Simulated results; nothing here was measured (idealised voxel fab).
The document below concerns the process module designated voxel self aligned vias.
Xsec cut, 255 nm wide, square cell size 5 nm.
Cross-section = grid of square cells, listed top down in bands; band = one or more rows.
Band: top and bottom heights (nm) first, top before bottom; then materials from left to right, widths in nm. "throughout" marks a sole material filling the band edge to edge. "empty" denotes empty space.
Heads up on the height convention: 0 is the point under which the incoming wafer is all one material, and the lowest band has no bottom, it just keeps going down, like "0 nm and below".
Think of "30 to 40" as a width that walks from the first number to the second as you go down the band, top row to bottom row, taking equal-sized steps from row to row.
Step marked "no modification"? Then no cell in the cross-section changed in it.
Enclosed voids (no open way to top), threshold 8 cells or more, entry "Enclosed cavities", notation width x height at distance, distance from left edge, nm.
If you see something after the settings on a step's line, that's the simulator's own remark about that step.
overlay nm: mask offset rightward from planned place, masked step; negative means leftward offset.
**Set out below are the planned steps of the process**
step 1: RECEIVE: material Si
step 2: CONFORMAL_DEP: material SiO2, thk nm 10
step 3: CONFORMAL_DEP: material SiCN, thk nm 5
step 4: DIRECTIONAL_DEP: material lowk, thk nm 25
step 5: PATTERN: tone open, mask id LINES, material resist, width nm 25, pitch nm 55, thk nm 20, overlay nm 0
step 6: DIRECTIONAL_ETCH: etch materials lowk, depth nm 25
step 7: STRIP: etch materials resist
step 8: CONFORMAL_DEP: material TiN, thk nm 5
step 9: FILL_DEP: material Ru, thk nm 10
step 10: CMP: height nm 40
step 11: SELECTIVE_ETCH: etch materials W Ru TiN, depth nm 5
step 12: FILL_DEP: material SiN, thk nm 10
step 13: CMP: height nm 40
step 14: DIRECTIONAL_DEP: material lowk, thk nm 15
step 15: DIRECTIONAL_DEP: material aC, thk nm 15
step 16: PATTERN: tone open, mask id VIAS, material resist, width nm 35, pitch nm 55, thk nm 30, overlay nm 0
step 17: DIRECTIONAL_ETCH: etch materials aC, depth nm 15
step 18: STRIP: etch materials resist
step 19: DIRECTIONAL_ETCH: etch materials lowk, depth nm 15
step 20: DIRECTIONAL_ETCH: etch materials SiN, depth nm 5
step 21: STRIP: etch materials aC
step 22: CONFORMAL_DEP: material TiN, thk nm 5
step 23: FILL_DEP: material Cu, thk nm 10
step 24: CMP: height nm 55
step 25: CONFORMAL_DEP: material SiCN, thk nm 5
**Cross-sectional view of the wafer in its as-received condition, corresponding to the state after step 1**
> 0 nm and below | Si throughout
> Enclosed cavities: none
**The following cross-section depicts the wafer upon conclusion of the module. Processing commenced from the starting condition illustrated above and adhered to the plan illustrated above, save for one mistake in execution**
> 60 nm to 55 nm | SiCN throughout
> 55 nm to 45 nm | Cu (75) / TiN (5) / lowk (35) / TiN (5) / Cu (10) / TiN (5) / lowk (35) / TiN (5) / Cu (80)
> 45 nm to 40 nm | TiN (80) / lowk (35) / TiN (20) / lowk (35) / TiN (85)
> 40 nm to 35 nm | lowk (85) / SiN (25) / lowk (30) / SiN (25) / lowk (90)
> 35 nm to 20 nm | lowk (85) / TiN (5) / Ru (15) / TiN (5) / lowk (30) / TiN (5) / Ru (15) / TiN (5) / lowk (90)
> 20 nm to 15 nm | lowk (85) / TiN (25) / lowk (30) / TiN (25) / lowk (90)
> 15 nm to 10 nm | SiCN throughout
> 10 nm to 0 nm | SiO2 throughout
> 0 nm and below | Si throughout
> Enclosed cavities: none
Plan not followed: step 16 ran as: PATTERN: tone cover, mask id VIAS, material resist, width nm 35, pitch nm 55, thk nm 30, overlay nm 0
